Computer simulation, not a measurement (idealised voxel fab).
The following is a process module called voxel capacitor over wiring.
Cross-section cut spans 290 nm and uses square cells 5 nm in size.
Format of a cross-section: grid, square cells. Given as bands. Order: top down. Band: one or more rows of cells. Within each band entry, the heights of the top and of the bottom of the band appear first, in that order and in nm; the materials of the band then follow from left to right, each with its corresponding width in nm. The designation "edge to edge" on a single material indicates that it fills the band from edge to edge; the designation "air" indicates empty space. Heights are measured from 0, the level below which the as-received wafer is all one material; the lowest band has no bottom and continues downward, written as in "z 0 and below". It should be noted that a width expressed as "30->40" varies in equal increments from row to row of cells within the band, taking the value of the first number at the top row and that of the second number at the bottom row. Step marked "no change"? Then no cell in the cross-section changed in it. Enclosed voids (no open way to top), threshold 8 cells or more, entry "Non-vented voids", notation width x height at distance, distance from left edge, nm. On a step's line, text after the settings is the simulator commenting on that step. "overlay nm" on a masked step: distance the mask lay right of its planned place, negative for left.

## Process steps - plan
| 1 | op RECEIVE | material Si |
| 2 | op CONFORMAL_DEP | material SiO2 | thk nm 10 |
| 3 | op CONFORMAL_DEP | material SiN | thk nm 5 |
| 4 | op DIRECTIONAL_DEP | material SiO2 | thk nm 25 |
| 5 | op PATTERN | tone open | mask id METAL_1 | material resist | width nm 20 | pitch nm 75 | thk nm 15 | overlay nm 0 |
| 6 | op DIRECTIONAL_ETCH | etch materials SiO2 | depth nm 25 |
| 7 | op DIRECTIONAL_ETCH | etch materials SiN | depth nm 5 |
| 8 | op STRIP | etch materials resist |
| 9 | op CONFORMAL_DEP | material TiN | thk nm 5 |
| 10 | op FILL_DEP | material Cu | thk nm 5 |
| 11 | op CMP | height nm 40 |
| 12 | op CONFORMAL_DEP | material SiCN | thk nm 5 |
| 13 | op DIRECTIONAL_DEP | material SiO2 | thk nm 15 |
| 14 | op DIRECTIONAL_DEP | material aC | thk nm 15 |
| 15 | op PATTERN | tone open | mask id PLUG_1 | material resist | width nm 15 | thk nm 35 | overlay nm 0 |
| 16 | op DIRECTIONAL_ETCH | etch materials aC | depth nm 15 |
| 17 | op STRIP | etch materials resist |
| 18 | op DIRECTIONAL_ETCH | etch materials SiO2 | depth nm 15 |
| 19 | op DIRECTIONAL_ETCH | etch materials SiCN | depth nm 5 |
| 20 | op STRIP | etch materials aC |
| 21 | op EPI | material Ru | thk nm 10 |
| 22 | op EPI | material Ru | thk nm 10 |
| 23 | op DIRECTIONAL_DEP | material TiN | thk nm 5 |
| 24 | op DIRECTIONAL_DEP | material Al2O3 | thk nm 5 |
| 25 | op DIRECTIONAL_DEP | material TiN | thk nm 5 |
| 26 | op MASKED_ETCH | tone cover | mask id UPPER_PLATE | width nm 60 | etch materials TiN | depth nm 5 | overlay nm 0 |
| 27 | op MASKED_ETCH | tone cover | mask id UPPER_PLATE | width nm 60 | etch materials Al2O3 | depth nm 5 | overlay nm 0 |
| 28 | op MASKED_ETCH | tone cover | mask id LOWER_PLATE | width nm 70 | etch materials TiN | depth nm 5 | overlay nm 0 |
| 29 | op FILL_DEP | material SiO2 | thk nm 15 |
| 30 | op CMP | height nm 85 |
| 31 | op PATTERN | tone open | mask id PLUG_2 | material resist | width nm 15 | thk nm 20 | overlay nm 0 |
| 32 | op DIRECTIONAL_ETCH | etch materials SiO2 | depth nm 10 |
| 33 | op STRIP | etch materials resist |
| 34 | op CONFORMAL_DEP | material TiN | thk nm 5 |
| 35 | op FILL_DEP | material Ru | thk nm 5 |
| 36 | op CMP | height nm 85 |
| 37 | op CONFORMAL_DEP | material SiCN | thk nm 5 |
Every wafer here starts from the same state; it is the step 31 width nm that distinguishes them, and the value the plan gives belongs to the first wafer.

## The first of several wafers in cross-section, exactly as it reached us after step 1
	z 0 and below | Si edge to edge
	Non-vented voids: none

## For your reference, the table is organized with a row per wafer; each row reflects the wafer at the end of the module, indicating for each material the cells gained (+) or lost (-) since receipt, and thereafter its closed voids
width nm 15, +12 Al2O3, +20 Cu, +13 Ru, +113 SiCN, +50 SiN, +777 SiO2, +59 TiN, Non-vented voids: none
width nm 20, +12 Al2O3, +20 Cu, +14 Ru, +113 SiCN, +50 SiN, +775 SiO2, +60 TiN, Non-vented voids: none
width nm 25, +12 Al2O3, +20 Cu, +15 Ru, +113 SiCN, +50 SiN, +773 SiO2, +61 TiN, Non-vented voids: none
width nm 30, +12 Al2O3, +20 Cu, +16 Ru, +113 SiCN, +50 SiN, +771 SiO2, +62 TiN, Non-vented voids: none
